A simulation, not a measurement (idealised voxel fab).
Module name: voxel released beams (process module)
Section cut is 160 nm wide and gridded with 5 nm square cells.
In this document a cross-section is written as a grid of square cells. It is given as a series of bands, listed from the top down, and a band is one or more rows of cells.
Per band: top height and bottom height in nm, followed by the left-to-right materials and their widths in nm; "full width" marks a single material spanning edge to edge, "air" marks empty space.
Basically, 0 is our baseline, since under it the wafer straight out of the box is all one material. The bottom band has no lower end and keeps on going down, so it looks like "z 0 and below".
You'd read "30 to 40" like this: the band's top row of cells is as wide as the first number, its bottom row is as wide as the second, and going down, every row changes width by the same amount as the row before did.
The designation "nothing got changed", where it is given for a processing step, indicates that no cell of the cross-section was altered in the course of that step.
If an empty space has no open way to the top and is at least 8 cells in size, "Cavities, sealed" lists it, written width x height at distance, where distance is measured from the left edge and every value is in nm.
Past the settings on a step's line: simulator remark, on that step.
For masked steps, "overlay nm" on the step line gives how far right of plan the mask actually lay; a minus sign means it lay to the left.

These are the steps we planned for the process:
1: RECEIVE,material Si
2: CONFORMAL_DEP,material Al2O3,thk nm 10
3: DIRECTIONAL_DEP,material SiO2,thk nm 20
4: PATTERN,tone open,mask id ANCHOR,material resist,width nm 30,thk nm 15,overlay nm 0
5: DIRECTIONAL_ETCH,etch materials SiO2,depth nm 20
6: STRIP,etch materials resist
7: CONFORMAL_DEP,material SiN,thk nm 10
8: PATTERN,tone cover,mask id BEAM,material resist,width nm 115,thk nm 20,overlay nm 0
9: DIRECTIONAL_ETCH,etch materials SiN,depth nm 10
10: STRIP,etch materials resist
11: STRIP,etch materials SiO2

Here's what the wafer looked like in cross-section when it arrived - that's after step 1:
> z 0 and below | Si full width
> Cavities, sealed: none

Wafer cross-section at module end: first of two, run to plan:
> z 40 to 30 | air 20 | SiN 15 | air 10 | SiN 90 | air 25
> z 30 to 20 | air 25 | SiN 10 | air 10 | SiN 10 | air 105
> z 20 to 10 | air 25 | SiN 30 | air 105
> z 10 to 0 | Al2O3 full width
> z 0 and below | Si full width
> Cavities, sealed: none

So this is wafer number two of the two, cut at the end of the module - it started where the first did and had the same plan, we just got one thing wrong running it:
> z 40 to 30 | air 20 | SiN 45 | air 95
> z 30 to 20 | air 15 | SiN 10 | SiO2 30 | SiN 10 | air 95
> z 20 to 10 | air 15 | SiN 10 | SiO2 30 | SiN 80 | air 25
> z 10 to 0 | Al2O3 full width
> z 0 and below | Si full width
> Cavities, sealed: none
What was done differently from what was planned? step 4 did not use the planned setting and instead ran as PATTERN,tone cover,mask id ANCHOR,material resist,width nm 30,thk nm 15,overlay nm 0
End of process, cell counts, second wafer against first, materials with more or fewer: 24 more of SiO2
